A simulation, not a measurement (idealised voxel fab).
voxel wiring stack: a process module
Cross-section cut spans 190 nm and uses square cells 5 nm in size.
When this document writes out a cross-section, it uses a grid of square cells and lists it as bands, beginning at the top and moving down, with a band standing for one or more rows of cells. Basically the band line says how high the top is and how high the bottom is, in nm, and then what's in it from left to right, every material with its width in nm. Empty space shows up as "empty", and if a single material carries "edge to edge" it runs the full band edge to edge. Heights are measured from 0, the level below which the as-received wafer is all one material; the lowest band has no bottom and continues downward, written as in "0 -> down". Width spec "30..40" -> top row of cells at first value, bottom row at second value, equal per-row change in between. What does "nothing was modified" mean for a step? It means no cell of the cross-section changed in that step. Entry "Enclosed voids" = empty spaces >= 8 cells with no open way to the top; each as width x height at distance, distance from left edge, all nm. Read whatever lies past the settings on a step's line as the simulator's own remark about the step. For masked steps, "overlay nm" on the step line gives how far right of plan the mask actually lay; a minus sign means it lay to the left. For the reader: what remains of this document is a series of pairs, each showing a cross-section before one process step and a cross-section after that step which reaches down only to the lowest band that changed, with the step between them and its settings set out under the pair. It should not be assumed that a pair continues from the pair above it; the pairs can come from different runs of this module on the same starting wafer, and such continuity exists only where the entry headed "Before processing step" says so.
Before processing step:
  0 -> down: Si edge to edge
  Enclosed voids: none
Post-Process View:
  10 -> 0: SiO2 edge to edge
  No changes below 0.
  Enclosed voids: none
Formally, the process step situated between the two cross-sections above is op CONFORMAL_DEP | material SiO2 | thk nm 10
Before processing step: cross-section not repeated; it is the one shown after the step in the pair just above.
Post-Process View:
  15 -> 10: SiCN edge to edge
  No changes below 10.
  Enclosed voids: none
Formally, the process step situated between the two cross-sections above is op CONFORMAL_DEP | material SiCN | thk nm 5
Before processing step: cross-section not repeated; it is the one shown after the step in the pair just above.
Post-Process View:
  35 -> 15: lowk edge to edge
  No changes below 15.
  Enclosed voids: none
Formally, the process step situated between the two cross-sections above is op DIRECTIONAL_DEP | material lowk | thk nm 20
Before processing step: cross-section not repeated; it is the one shown after the step in the pair just above.
Post-Process View:
  50 -> 35: aC edge to edge
  No changes below 35.
  Enclosed voids: none
Formally, the process step situated between the two cross-sections above is op DIRECTIONAL_DEP | material aC | thk nm 15
Before processing step: cross-section not repeated; it is the one shown after the step in the pair just above.
Post-Process View:
  85 -> 50: resist (55)  empty (25)  resist (30)  empty (25)  resist (55)
  No changes below 50.
  Enclosed voids: none
Formally, the process step situated between the two cross-sections above is op PATTERN | tone open | mask id METAL_1 | material resist | width nm 25 | pitch nm 55 | thk nm 35 | overlay nm 0
Before processing step: cross-section not repeated; it is the one shown after the step in the pair just above.
Post-Process View:
  70 -> 50: resist (55)  empty (25)  resist (30)  empty (25)  resist (55)
  50 -> 35: aC (55)  empty (25)  aC (30)  empty (25)  aC (55)
  No changes below 35.
  Enclosed voids: none
Formally, the process step situated between the two cross-sections above is op DIRECTIONAL_ETCH | etch materials aC | depth nm 15
Before processing step: cross-section not repeated; it is the one shown after the step in the pair just above.
Post-Process View:
  50 -> 35: aC (55)  empty (25)  aC (30)  empty (25)  aC (55)
  No changes below 35.
  Enclosed voids: none
Formally, the process step situated between the two cross-sections above is op STRIP | etch materials resist
Before processing step: cross-section not repeated; it is the one shown after the step in the pair just above.
Post-Process View:
  50 -> 35: aC (55)  empty (25)  aC (30)  empty (25)  aC (55)
  35 -> 15: lowk (55)  empty (25)  lowk (30)  empty (25)  lowk (55)
  No changes below 15.
  Enclosed voids: none
Formally, the process step situated between the two cross-sections above is op DIRECTIONAL_ETCH | etch materials lowk | depth nm 20
Before processing step: cross-section not repeated; it is the one shown after the step in the pair just above.
Post-Process View:
  50 -> 35: aC (55)  empty (25)  aC (30)  empty (25)  aC (55)
  35 -> 15: lowk (55)  empty (25)  lowk (30)  empty (25)  lowk (55)
  15 -> 10: SiCN (55)  empty (25)  SiCN (30)  empty (25)  SiCN (55)
  No changes below 10.
  Enclosed voids: none
Formally, the process step situated between the two cross-sections above is op DIRECTIONAL_ETCH | etch materials SiCN | depth nm 5
Before processing step: cross-section not repeated; it is the one shown after the step in the pair just above.
Post-Process View:
  35 -> 15: lowk (55)  empty (25)  lowk (30)  empty (25)  lowk (55)
  No changes below 15.
  Enclosed voids: none
Formally, the process step situated between the two cross-sections above is op STRIP | etch materials aC
Before processing step: cross-section not repeated; it is the one shown after the step in the pair just above.
Post-Process View:
  40 -> 35: TiN (60)  empty (15)  TiN (40)  empty (15)  TiN (60)
  35 -> 15: lowk (55)  TiN (5)  empty (15)  TiN (5)  lowk (30)  TiN (5)  empty (15)  TiN (5)  lowk (55)
  15 -> 10: SiCN (55)  TiN (25)  SiCN (30)  TiN (25)  SiCN (55)
  No changes below 10.
  Enclosed voids: none
Formally, the process step situated between the two cross-sections above is op CONFORMAL_DEP | material TiN | thk nm 5
Before processing step: cross-section not repeated; it is the one shown after the step in the pair just above.
Post-Process View:
  45 -> 40: Cu edge to edge
  40 -> 35: TiN (60)  Cu (15)  TiN (40)  Cu (15)  TiN (60)
  35 -> 15: lowk (55)  TiN (5)  Cu (15)  TiN (5)  lowk (30)  TiN (5)  Cu (15)  TiN (5)  lowk (55)
  No changes below 15.
  Enclosed voids: none
Formally, the process step situated between the two cross-sections above is op FILL_DEP | material Cu | thk nm 5
Before processing step: cross-section not repeated; it is the one shown after the step in the pair just above.
Post-Process View:
  35 -> 15: lowk (55)  TiN (5)  Cu (15)  TiN (5)  lowk (30)  TiN (5)  Cu (15)  TiN (5)  lowk (55)
  No changes below 15.
  Enclosed voids: none
Formally, the process step situated between the two cross-sections above is op CMP | height nm 35
Before processing step: cross-section not repeated; it is the one shown after the step in the pair just above.
Post-Process View:
  40 -> 35: SiCN edge to edge
  No changes below 35.
  Enclosed voids: none
Formally, the process step situated between the two cross-sections above is op CONFORMAL_DEP | material SiCN | thk nm 5
Before processing step: cross-section not repeated; it is the one shown after the step in the pair just above.
Post-Process View:
  50 -> 40: lowk edge to edge
  No changes below 40.
  Enclosed voids: none
Formally, the process step situated between the two cross-sections above is op DIRECTIONAL_DEP | material lowk | thk nm 10
Before processing step: cross-section not repeated; it is the one shown after the step in the pair just above.
Post-Process View:
  60 -> 50: aC edge to edge
  No changes below 50.
  Enclosed voids: none
Formally, the process step situated between the two cross-sections above is op DIRECTIONAL_DEP | material aC | thk nm 10
Before processing step: cross-section not repeated; it is the one shown after the step in the pair just above.
Post-Process View:
  90 -> 60: resist (55)  empty (15)  resist (120)
  No changes below 60.
  Enclosed voids: none
Formally, the process step situated between the two cross-sections above is op PATTERN | tone open | mask id PLUG_1 | material resist | width nm 15 | thk nm 30 | overlay nm 0
Before processing step: cross-section not repeated; it is the one shown after the step in the pair just above.
Post-Process View:
  80 -> 60: resist (55)  empty (15)  resist (120)
  60 -> 50: aC (55)  empty (15)  aC (120)
  No changes below 50.
  Enclosed voids: none
Formally, the process step situated between the two cross-sections above is op DIRECTIONAL_ETCH | etch materials aC | depth nm 10
Before processing step: cross-section not repeated; it is the one shown after the step in the pair just above.
Post-Process View:
  60 -> 50: aC (55)  empty (15)  aC (120)
  No changes below 50.
  Enclosed voids: none
Formally, the process step situated between the two cross-sections above is op STRIP | etch materials resist
Before processing step: cross-section not repeated; it is the one shown after the step in the pair just above.
Post-Process View:
  60 -> 50: aC (55)  empty (15)  aC (120)
  50 -> 40: lowk (55)  empty (15)  lowk (120)
  No changes below 40.
  Enclosed voids: none
Formally, the process step situated between the two cross-sections above is op DIRECTIONAL_ETCH | etch materials lowk | depth nm 10
Before processing step: cross-section not repeated; it is the one shown after the step in the pair just above.
Post-Process View:
  60 -> 50: aC (55)  empty (15)  aC (120)
  50 -> 40: lowk (55)  empty (15)  lowk (120)
  40 -> 35: SiCN (55)  empty (15)  SiCN (120)
  No changes below 35.
  Enclosed voids: none
Formally, the process step situated between the two cross-sections above is op DIRECTIONAL_ETCH | etch materials SiCN | depth nm 5
Before processing step: cross-section not repeated; it is the one shown after the step in the pair just above.
Post-Process View:
  50 -> 40: lowk (55)  empty (15)  lowk (120)
  No changes below 40.
  Enclosed voids: none
Formally, the process step situated between the two cross-sections above is op STRIP | etch materials aC
Before processing step: cross-section not repeated; it is the one shown after the step in the pair just above.
Post-Process View:
  50 -> 45: lowk (55)  empty (15)  lowk (120)
  45 -> 40: lowk (55)  Ru (15)  lowk (120)
  40 -> 35: SiCN (55)  Ru (15)  SiCN (120)
  No changes below 35.
  Enclosed voids: none
Formally, the process step situated between the two cross-sections above is op EPI | material Ru | thk nm 10
Before processing step: cross-section not repeated; it is the one shown after the step in the pair just above.
Post-Process View:
  50 -> 40: lowk (55)  Ru (15)  lowk (120)
  No changes below 40.
  Enclosed voids: none
Formally, the process step situated between the two cross-sections above is op EPI | material Ru | thk nm 5
Before processing step: cross-section not repeated; it is the one shown after the step in the pair just above.
Post-Process View:
  55 -> 50: TiN edge to edge
  No changes below 50.
  Enclosed voids: none
Formally, the process step situated between the two cross-sections above is op DIRECTIONAL_DEP | material TiN | thk nm 5
Before processing step: cross-section not repeated; it is the one shown after the step in the pair just above.
Post-Process View:
  70 -> 55: Ru edge to edge
  No changes below 55.
  Enclosed voids: none
Formally, the process step situated between the two cross-sections above is op DIRECTIONAL_DEP | material Ru | thk nm 15
Before processing step: cross-section not repeated; it is the one shown after the step in the pair just above.
Post-Process View:
  80 -> 70: aC edge to edge
  No changes below 70.
  Enclosed voids: none
Formally, the process step situated between the two cross-sections above is op DIRECTIONAL_DEP | material aC | thk nm 10
Before processing step: cross-section not repeated; it is the one shown after the step in the pair just above.
Post-Process View:
  110 -> 80: empty (55)  resist (25)  empty (30)  resist (25)  empty (55)
  No changes below 80.
  Enclosed voids: none
Formally, the process step situated between the two cross-sections above is op PATTERN | tone cover | mask id METAL_2 | material resist | width nm 25 | pitch nm 55 | thk nm 30 | overlay nm 0
Before processing step: cross-section not repeated; it is the one shown after the step in the pair just above.
Post-Process View:
  100 -> 80: empty (55)  resist (25)  empty (30)  resist (25)  empty (55)
  80 -> 70: empty (55)  aC (25)  empty (30)  aC (25)  empty (55)
  No changes below 70.
  Enclosed voids: none
Formally, the process step situated between the two cross-sections above is op DIRECTIONAL_ETCH | etch materials aC | depth nm 10
Before processing step: cross-section not repeated; it is the one shown after the step in the pair just above.
Post-Process View:
  80 -> 70: empty (55)  aC (25)  empty (30)  aC (25)  empty (55)
  No changes below 70.
  Enclosed voids: none
Formally, the process step situated between the two cross-sections above is op STRIP | etch materials resist
Before processing step: cross-section not repeated; it is the one shown after the step in the pair just above.
Post-Process View:
  80 -> 70: empty (55)  aC (25)  empty (30)  aC (25)  empty (55)
  70 -> 55: empty (55)  Ru (25)  empty (30)  Ru (25)  empty (55)
  No changes below 55.
  Enclosed voids: none
Formally, the process step situated between the two cross-sections above is op DIRECTIONAL_ETCH | etch materials Ru | depth nm 15
Before processing step: cross-section not repeated; it is the one shown after the step in the pair just above.
Post-Process View:
  80 -> 70: empty (55)  aC (25)  empty (30)  aC (25)  empty (55)
  70 -> 55: empty (55)  Ru (25)  empty (30)  Ru (25)  empty (55)
  55 -> 50: empty (55)  TiN (25)  empty (30)  TiN (25)  empty (55)
  No changes below 50.
  Enclosed voids: none
Formally, the process step situated between the two cross-sections above is op DIRECTIONAL_ETCH | etch materials TiN | depth nm 5
Before processing step: cross-section not repeated; it is the one shown after the step in the pair just above.
Post-Process View:
  70 -> 55: empty (55)  Ru (25)  empty (30)  Ru (25)  empty (55)
  No changes below 55.
  Enclosed voids: none
Formally, the process step situated between the two cross-sections above is op STRIP | etch materials aC
Before processing step: cross-section not repeated; it is the one shown after the step in the pair just above.
Post-Process View:
  75 -> 70: empty (50)  SiN (35)  empty (20)  SiN (35)  empty (50)
  70 -> 55: empty (50)  SiN (5)  Ru (25)  SiN (5)  empty (20)  SiN (5)  Ru (25)  SiN (5)  empty (50)
  55 -> 50: SiN (55)  TiN (25)  SiN (30)  TiN (25)  SiN (55)
  No changes below 50.
  Enclosed voids: none
Formally, the process step situated between the two cross-sections above is op CONFORMAL_DEP | material SiN | thk nm 5
Before processing step: cross-section not repeated; it is the one shown after the step in the pair just above.
Post-Process View:
  85 -> 75: SiO2 edge to edge
  75 -> 70: SiO2 (50)  SiN (35)  SiO2 (20)  SiN (35)  SiO2 (50)
  70 -> 55: SiO2 (50)  SiN (5)  Ru (25)  SiN (5)  SiO2 (20)  SiN (5)  Ru (25)  SiN (5)  SiO2 (50)
  No changes below 55.
  Enclosed voids: none
Formally, the process step situated between the two cross-sections above is op FILL_DEP | material SiO2 | thk nm 10
Before processing step: cross-section not repeated; it is the one shown after the step in the pair just above.
Post-Process View:
  70 -> 55: SiO2 (50)  SiN (5)  Ru (25)  SiN (5)  SiO2 (20)  SiN (5)  Ru (25)  SiN (5)  SiO2 (50)
  No changes below 55.
  Enclosed voids: none
Formally, the process step situated between the two cross-sections above is op CMP | height nm 70
Before processing step: cross-section not repeated; it is the one shown after the step in the pair just above.
Post-Process View:
  75 -> 70: SiCN edge to edge
  No changes below 70.
  Enclosed voids: none
Formally, the process step situated between the two cross-sections above is op CONFORMAL_DEP | material SiCN | thk nm 5
Before processing step: cross-section not repeated; it is the one shown after the step in the pair just above.
Post-Process View:
  105 -> 75: lowk edge to edge
  No changes below 75.
  Enclosed voids: none
Formally, the process step situated between the two cross-sections above is op DIRECTIONAL_DEP | material lowk | thk nm 30
Before processing step: cross-section not repeated; it is the one shown after the step in the pair just above.
Post-Process View:
  120 -> 105: aC edge to edge
  No changes below 105.
  Enclosed voids: none
Formally, the process step situated between the two cross-sections above is op DIRECTIONAL_DEP | material aC | thk nm 15
Before processing step: cross-section not repeated; it is the one shown after the step in the pair just above.
Post-Process View:
  155 -> 120: resist (55)  empty (25)  resist (30)  empty (25)  resist (55)
  No changes below 120.
  Enclosed voids: none
Formally, the process step situated between the two cross-sections above is op PATTERN | tone open | mask id METAL_3 | material resist | width nm 25 | pitch nm 55 | thk nm 35 | overlay nm 0
Before processing step: cross-section not repeated; it is the one shown after the step in the pair just above.
Post-Process View:
  140 -> 120: resist (55)  empty (25)  resist (30)  empty (25)  resist (55)
  120 -> 105: aC (55)  empty (25)  aC (30)  empty (25)  aC (55)
  No changes below 105.
  Enclosed voids: none
Formally, the process step situated between the two cross-sections above is op DIRECTIONAL_ETCH | etch materials aC | depth nm 15
Before processing step: cross-section not repeated; it is the one shown after the step in the pair just above.
Post-Process View:
  120 -> 105: aC (55)  empty (25)  aC (30)  empty (25)  aC (55)
  No changes below 105.
  Enclosed voids: none
Formally, the process step situated between the two cross-sections above is op STRIP | etch materials resist
Before processing step: cross-section not repeated; it is the one shown after the step in the pair just above.
Post-Process View:
  120 -> 105: aC (55)  empty (25)  aC (30)  empty (25)  aC (55)
  105 -> 85: lowk (55)  empty (25)  lowk (30)  empty (25)  lowk (55)
  No changes below 85.
  Enclosed voids: none
Formally, the process step situated between the two cross-sections above is op DIRECTIONAL_ETCH | etch materials lowk | depth nm 20
Before processing step: cross-section not repeated; it is the one shown after the step in the pair just above.
Post-Process View:
  105 -> 85: lowk (55)  empty (25)  lowk (30)  empty (25)  lowk (55)
  No changes below 85.
  Enclosed voids: none
Formally, the process step situated between the two cross-sections above is op STRIP | etch materials aC
Before processing step: cross-section not repeated; it is the one shown after the step in the pair just above.
Post-Process View:
  120 -> 105: resist (55)  empty (15)  resist (40)  empty (15)  resist (65)
  105 -> 85: lowk (55)  empty (15)  resist (10)  lowk (30)  empty (15)  resist (10)  lowk (55)
  No changes below 85.
  Enclosed voids: none
Formally, the process step situated between the two cross-sections above is op PATTERN | tone open | mask id METAL_3_HOLES | material resist | width nm 15 | pitch nm 55 | thk nm 15 | overlay nm 0
Before processing step: cross-section not repeated; it is the one shown after the step in the pair just above.
Post-Process View:
  120 -> 105: resist (55)  empty (15)  resist (40)  empty (15)  resist (65)
  105 -> 85: lowk (55)  empty (15)  resist (10)  lowk (30)  empty (15)  resist (10)  lowk (55)
  85 -> 75: lowk (55)  empty (15)  lowk (40)  empty (15)  lowk (65)
  No changes below 75.
  Enclosed voids: none
Formally, the process step situated between the two cross-sections above is op DIRECTIONAL_ETCH | etch materials lowk | depth nm 10
Before processing step: cross-section not repeated; it is the one shown after the step in the pair just above.
Post-Process View:
  120 -> 105: resist (55)  empty (15)  resist (40)  empty (15)  resist (65)
  105 -> 85: lowk (55)  empty (15)  resist (10)  lowk (30)  empty (15)  resist (10)  lowk (55)
  85 -> 75: lowk (55)  empty (15)  lowk (40)  empty (15)  lowk (65)
  75 -> 70: SiCN (55)  empty (15)  SiCN (40)  empty (15)  SiCN (65)
  No changes below 70.
  Enclosed voids: none
Formally, the process step situated between the two cross-sections above is op DIRECTIONAL_ETCH | etch materials SiCN | depth nm 5
Before processing step: cross-section not repeated; it is the one shown after the step in the pair just above.
Post-Process View:
  105 -> 85: lowk (55)  empty (25)  lowk (30)  empty (25)  lowk (55)
  No changes below 85.
  Enclosed voids: none
Formally, the process step situated between the two cross-sections above is op STRIP | etch materials resist
Before processing step: cross-section not repeated; it is the one shown after the step in the pair just above.
Post-Process View:
  110 -> 105: TiN (60)  empty (15)  TiN (40)  empty (15)  TiN (60)
  105 -> 90: lowk (55)  TiN (5)  empty (15)  TiN (5)  lowk (30)  TiN (5)  empty (15)  TiN (5)  lowk (55)
  90 -> 85: lowk (55)  TiN (5)  empty (5)  TiN (15)  lowk (30)  TiN (5)  empty (5)  TiN (15)  lowk (55)
  85 -> 75: lowk (55)  TiN (5)  empty (5)  TiN (5)  lowk (40)  TiN (5)  empty (5)  TiN (5)  lowk (65)
  75 -> 70: SiCN (55)  TiN (15)  SiCN (40)  TiN (15)  SiCN (65)
  No changes below 70.
  Enclosed voids: none
Formally, the process step situated between the two cross-sections above is op CONFORMAL_DEP | material TiN | thk nm 5
Before processing step: cross-section not repeated; it is the one shown after the step in the pair just above.
Post-Process View:
  115 -> 110: Ru edge to edge
  110 -> 105: TiN (60)  Ru (15)  TiN (40)  Ru (15)  TiN (60)
  105 -> 90: lowk (55)  TiN (5)  Ru (15)  TiN (5)  lowk (30)  TiN (5)  Ru (15)  TiN (5)  lowk (55)
  90 -> 85: lowk (55)  TiN (5)  Ru (5)  TiN (15)  lowk (30)  TiN (5)  Ru (5)  TiN (15)  lowk (55)
  85 -> 75: lowk (55)  TiN (5)  Ru (5)  TiN (5)  lowk (40)  TiN (5)  Ru (5)  TiN (5)  lowk (65)
  No changes below 75.
  Enclosed voids: none
Formally, the process step situated between the two cross-sections above is op FILL_DEP | material Ru | thk nm 5
Before processing step: cross-section not repeated; it is the one shown after the step in the pair just above.
Post-Process View:
  105 -> 90: lowk (55)  TiN (5)  Ru (15)  TiN (5)  lowk (30)  TiN (5)  Ru (15)  TiN (5)  lowk (55)
  No changes below 90.
  Enclosed voids: none
Formally, the process step situated between the two cross-sections above is op CMP | height nm 105
Before processing step: cross-section not repeated; it is the one shown after the step in the pair just above.
Post-Process View:
  110 -> 105: SiCN edge to edge
  No changes below 105.
  Enclosed voids: none
Formally, the process step situated between the two cross-sections above is op CONFORMAL_DEP | material SiCN | thk nm 5
Before processing step: cross-section not repeated; it is the one shown after the step in the pair just above.
Post-Process View:
  135 -> 110: lowk edge to edge
  No changes below 110.
  Enclosed voids: none
Formally, the process step situated between the two cross-sections above is op DIRECTIONAL_DEP | material lowk | thk nm 25
Before processing step: cross-section not repeated; it is the one shown after the step in the pair just above.
Post-Process View:
  135 -> 110: lowk (55)  empty (15)  lowk (40)  empty (15)  lowk (65)
  No changes below 110.
  Enclosed voids: none
Formally, the process step situated between the two cross-sections above is op MASKED_ETCH | tone open | mask id METAL_4_HOLES | width nm 15 | pitch nm 55 | etch materials lowk | depth nm 25 | overlay nm 0
Before processing step: cross-section not repeated; it is the one shown after the step in the pair just above.
Post-Process View:
  145 -> 135: aC (55)  empty (15)  aC (40)  empty (15)  aC (65)
  135 -> 120: lowk (55)  empty (15)  lowk (40)  empty (15)  lowk (65)
  120 -> 110: lowk (55)  aC (15)  lowk (40)  aC (15)  lowk (65)
  No changes below 110.
  Enclosed voids: none
Formally, the process step situated between the two cross-sections above is op DIRECTIONAL_DEP | material aC | thk nm 10
Before processing step: cross-section not repeated; it is the one shown after the step in the pair just above.
Post-Process View:
  175 -> 145: resist (55)  empty (25)  resist (30)  empty (25)  resist (55)
  No changes below 145.
  Enclosed voids: none
Formally, the process step situated between the two cross-sections above is op PATTERN | tone open | mask id METAL_4 | material resist | width nm 25 | pitch nm 55 | thk nm 30 | overlay nm 0
Before processing step: cross-section not repeated; it is the one shown after the step in the pair just above.
Post-Process View:
  165 -> 145: resist (55)  empty (25)  resist (30)  empty (25)  resist (55)
  145 -> 135: aC (55)  empty (25)  aC (30)  empty (25)  aC (55)
  135 -> 110: lowk (55)  empty (15)  lowk (40)  empty (15)  lowk (65)
  No changes below 110.
  Enclosed voids: none
Formally, the process step situated between the two cross-sections above is op DIRECTIONAL_ETCH | etch materials aC | depth nm 10
Before processing step: cross-section not repeated; it is the one shown after the step in the pair just above.
Post-Process View:
  145 -> 135: aC (55)  empty (25)  aC (30)  empty (25)  aC (55)
  No changes below 135.
  Enclosed voids: none
Formally, the process step situated between the two cross-sections above is op STRIP | etch materials resist
Before processing step: cross-section not repeated; it is the one shown after the step in the pair just above.
Post-Process View:
  145 -> 135: aC (55)  empty (25)  aC (30)  empty (25)  aC (55)
  135 -> 120: lowk (55)  empty (25)  lowk (30)  empty (25)  lowk (55)
  No changes below 120.
  Enclosed voids: none
Formally, the process step situated between the two cross-sections above is op DIRECTIONAL_ETCH | etch materials lowk | depth nm 15
Before processing step: cross-section not repeated; it is the one shown after the step in the pair just above.
Post-Process View:
  145 -> 135: aC (55)  empty (25)  aC (30)  empty (25)  aC (55)
  135 -> 120: lowk (55)  empty (25)  lowk (30)  empty (25)  lowk (55)
  120 -> 110: lowk (55)  empty (15)  lowk (40)  empty (15)  lowk (65)
  110 -> 105: SiCN (55)  empty (15)  SiCN (40)  empty (15)  SiCN (65)
  No changes below 105.
  Enclosed voids: none
Formally, the process step situated between the two cross-sections above is op DIRECTIONAL_ETCH | etch materials SiCN | depth nm 5
Before processing step: cross-section not repeated; it is the one shown after the step in the pair just above.
Post-Process View:
  135 -> 120: lowk (55)  empty (25)  lowk (30)  empty (25)  lowk (55)
  No changes below 120.
  Enclosed voids: none
Formally, the process step situated between the two cross-sections above is op STRIP | etch materials aC
Before processing step: cross-section not repeated; it is the one shown after the step in the pair just above.
Post-Process View:
  140 -> 135: TiN (60)  empty (15)  TiN (40)  empty (15)  TiN (60)
  135 -> 125: lowk (55)  TiN (5)  empty (15)  TiN (5)  lowk (30)  TiN (5)  empty (15)  TiN (5)  lowk (55)
  125 -> 120: lowk (55)  TiN (5)  empty (5)  TiN (15)  lowk (30)  TiN (5)  empty (5)  TiN (15)  lowk (55)
  120 -> 110: lowk (55)  TiN (5)  empty (5)  TiN (5)  lowk (40)  TiN (5)  empty (5)  TiN (5)  lowk (65)
  110 -> 105: SiCN (55)  TiN (15)  SiCN (40)  TiN (15)  SiCN (65)
  No changes below 105.
  Enclosed voids: none
Formally, the process step situated between the two cross-sections above is op CONFORMAL_DEP | material TiN | thk nm 5
Before processing step: cross-section not repeated; it is the one shown after the step in the pair just above.
Post-Process View:
  150 -> 140: Cu edge to edge
  140 -> 135: TiN (60)  Cu (15)  TiN (40)  Cu (15)  TiN (60)
  135 -> 125: lowk (55)  TiN (5)  Cu (15)  TiN (5)  lowk (30)  TiN (5)  Cu (15)  TiN (5)  lowk (55)
  125 -> 120: lowk (55)  TiN (5)  Cu (5)  TiN (15)  lowk (30)  TiN (5)  Cu (5)  TiN (15)  lowk (55)
  120 -> 110: lowk (55)  TiN (5)  Cu (5)  TiN (5)  lowk (40)  TiN (5)  Cu (5)  TiN (5)  lowk (65)
  No changes below 110.
  Enclosed voids: none
Formally, the process step situated between the two cross-sections above is op FILL_DEP | material Cu | thk nm 10
Before processing step: cross-section not repeated; it is the one shown after the step in the pair just above.
Post-Process View:
  135 -> 125: lowk (55)  TiN (5)  Cu (15)  TiN (5)  lowk (30)  TiN (5)  Cu (15)  TiN (5)  lowk (55)
  No changes below 125.
  Enclosed voids: none
Formally, the process step situated between the two cross-sections above is op CMP | height nm 135
Before processing step: cross-section not repeated; it is the one shown after the step in the pair just above.
Post-Process View:
  140 -> 135: SiCN edge to edge
  No changes below 135.
  Enclosed voids: none
Formally, the process step situated between the two cross-sections above is op CONFORMAL_DEP | material SiCN | thk nm 5
Before processing step:
  85 -> 75: SiO2 edge to edge
  75 -> 70: SiO2 (50)  SiN (35)  SiO2 (20)  SiN (35)  SiO2 (50)
  70 -> 55: SiO2 (50)  SiN (5)  Ru (25)  SiN (5)  SiO2 (20)  SiN (5)  Ru (25)  SiN (5)  SiO2 (50)
  55 -> 50: SiN (55)  TiN (25)  SiN (30)  TiN (25)  SiN (55)
  50 -> 40: lowk (55)  Ru (15)  lowk (120)
  40 -> 35: SiCN (55)  Ru (15)  SiCN (120)
  35 -> 15: lowk (55)  TiN (5)  Cu (15)  TiN (5)  lowk (30)  TiN (5)  Cu (15)  TiN (5)  lowk (55)
  15 -> 10: SiCN (55)  TiN (25)  SiCN (30)  TiN (25)  SiCN (55)
  10 -> 0: SiO2 edge to edge
  0 -> down: Si edge to edge
  Enclosed voids: none
Post-Process View:
  90 -> 85: SiCN edge to edge
  No changes below 85.
  Enclosed voids: none
Formally, the process step situated between the two cross-sections above is op CONFORMAL_DEP | material SiCN | thk nm 5
Before processing step: cross-section not repeated; it is the one shown after the step in the pair just above.
Post-Process View:
  120 -> 90: lowk edge to edge
  No changes below 90.
  Enclosed voids: none
Formally, the process step situated between the two cross-sections above is op DIRECTIONAL_DEP | material lowk | thk nm 30
Before processing step: cross-section not repeated; it is the one shown after the step in the pair just above.
Post-Process View:
  135 -> 120: aC edge to edge
  No changes below 120.
  Enclosed voids: none
Formally, the process step situated between the two cross-sections above is op DIRECTIONAL_DEP | material aC | thk nm 15
Before processing step: cross-section not repeated; it is the one shown after the step in the pair just above.
Post-Process View:
  170 -> 135: resist (55)  empty (25)  resist (30)  empty (25)  resist (55)
  No changes below 135.
  Enclosed voids: none
Formally, the process step situated between the two cross-sections above is op PATTERN | tone open | mask id METAL_3 | material resist | width nm 25 | pitch nm 55 | thk nm 35 | overlay nm 0
Before processing step: cross-section not repeated; it is the one shown after the step in the pair just above.
Post-Process View:
  155 -> 135: resist (55)  empty (25)  resist (30)  empty (25)  resist (55)
  135 -> 120: aC (55)  empty (25)  aC (30)  empty (25)  aC (55)
  No changes below 120.
  Enclosed voids: none
Formally, the process step situated between the two cross-sections above is op DIRECTIONAL_ETCH | etch materials aC | depth nm 15
Before processing step: cross-section not repeated; it is the one shown after the step in the pair just above.
Post-Process View:
  135 -> 120: aC (55)  empty (25)  aC (30)  empty (25)  aC (55)
  No changes below 120.
  Enclosed voids: none
Formally, the process step situated between the two cross-sections above is op STRIP | etch materials resist
Before processing step: cross-section not repeated; it is the one shown after the step in the pair just above.
Post-Process View:
  135 -> 120: aC (55)  empty (25)  aC (30)  empty (25)  aC (55)
  120 -> 100: lowk (55)  empty (25)  lowk (30)  empty (25)  lowk (55)
  No changes below 100.
  Enclosed voids: none
Formally, the process step situated between the two cross-sections above is op DIRECTIONAL_ETCH | etch materials lowk | depth nm 20
Before processing step: cross-section not repeated; it is the one shown after the step in the pair just above.
Post-Process View:
  120 -> 100: lowk (55)  empty (25)  lowk (30)  empty (25)  lowk (55)
  No changes below 100.
  Enclosed voids: none
Formally, the process step situated between the two cross-sections above is op STRIP | etch materials aC
Before processing step: cross-section not repeated; it is the one shown after the step in the pair just above.
Post-Process View:
  135 -> 120: resist (55)  empty (15)  resist (40)  empty (15)  resist (65)
  120 -> 100: lowk (55)  empty (15)  resist (10)  lowk (30)  empty (15)  resist (10)  lowk (55)
  No changes below 100.
  Enclosed voids: none
Formally, the process step situated between the two cross-sections above is op PATTERN | tone open | mask id METAL_3_HOLES | material resist | width nm 15 | pitch nm 55 | thk nm 15 | overlay nm 0
Before processing step: cross-section not repeated; it is the one shown after the step in the pair just above.
Post-Process View:
  135 -> 120: resist (55)  empty (15)  resist (40)  empty (15)  resist (65)
  120 -> 100: lowk (55)  empty (15)  resist (10)  lowk (30)  empty (15)  resist (10)  lowk (55)
  100 -> 90: lowk (55)  empty (15)  lowk (40)  empty (15)  lowk (65)
  No changes below 90.
  Enclosed voids: none
Formally, the process step situated between the two cross-sections above is op DIRECTIONAL_ETCH | etch materials lowk | depth nm 10
Before processing step: cross-section not repeated; it is the one shown after the step in the pair just above.
Post-Process View:
  135 -> 120: resist (55)  empty (15)  resist (40)  empty (15)  resist (65)
  120 -> 100: lowk (55)  empty (15)  resist (10)  lowk (30)  empty (15)  resist (10)  lowk (55)
  100 -> 90: lowk (55)  empty (15)  lowk (40)  empty (15)  lowk (65)
  90 -> 85: SiCN (55)  empty (15)  SiCN (40)  empty (15)  SiCN (65)
  No changes below 85.
  Enclosed voids: none
Formally, the process step situated between the two cross-sections above is op DIRECTIONAL_ETCH | etch materials SiCN | depth nm 5
Before processing step: cross-section not repeated; it is the one shown after the step in the pair just above.
Post-Process View:
  120 -> 100: lowk (55)  empty (25)  lowk (30)  empty (25)  lowk (55)
  No changes below 100.
  Enclosed voids: none
Formally, the process step situated between the two cross-sections above is op STRIP | etch materials resist
Before processing step: cross-section not repeated; it is the one shown after the step in the pair just above.
Post-Process View:
  125 -> 120: TiN (60)  empty (15)  TiN (40)  empty (15)  TiN (60)
  120 -> 105: lowk (55)  TiN (5)  empty (15)  TiN (5)  lowk (30)  TiN (5)  empty (15)  TiN (5)  lowk (55)
  105 -> 100: lowk (55)  TiN (5)  empty (5)  TiN (15)  lowk (30)  TiN (5)  empty (5)  TiN (15)  lowk (55)
  100 -> 90: lowk (55)  TiN (5)  empty (5)  TiN (5)  lowk (40)  TiN (5)  empty (5)  TiN (5)  lowk (65)
  90 -> 85: SiCN (55)  TiN (15)  SiCN (40)  TiN (15)  SiCN (65)
  No changes below 85.
  Enclosed voids: none
Formally, the process step situated between the two cross-sections above is op CONFORMAL_DEP | material TiN | thk nm 5
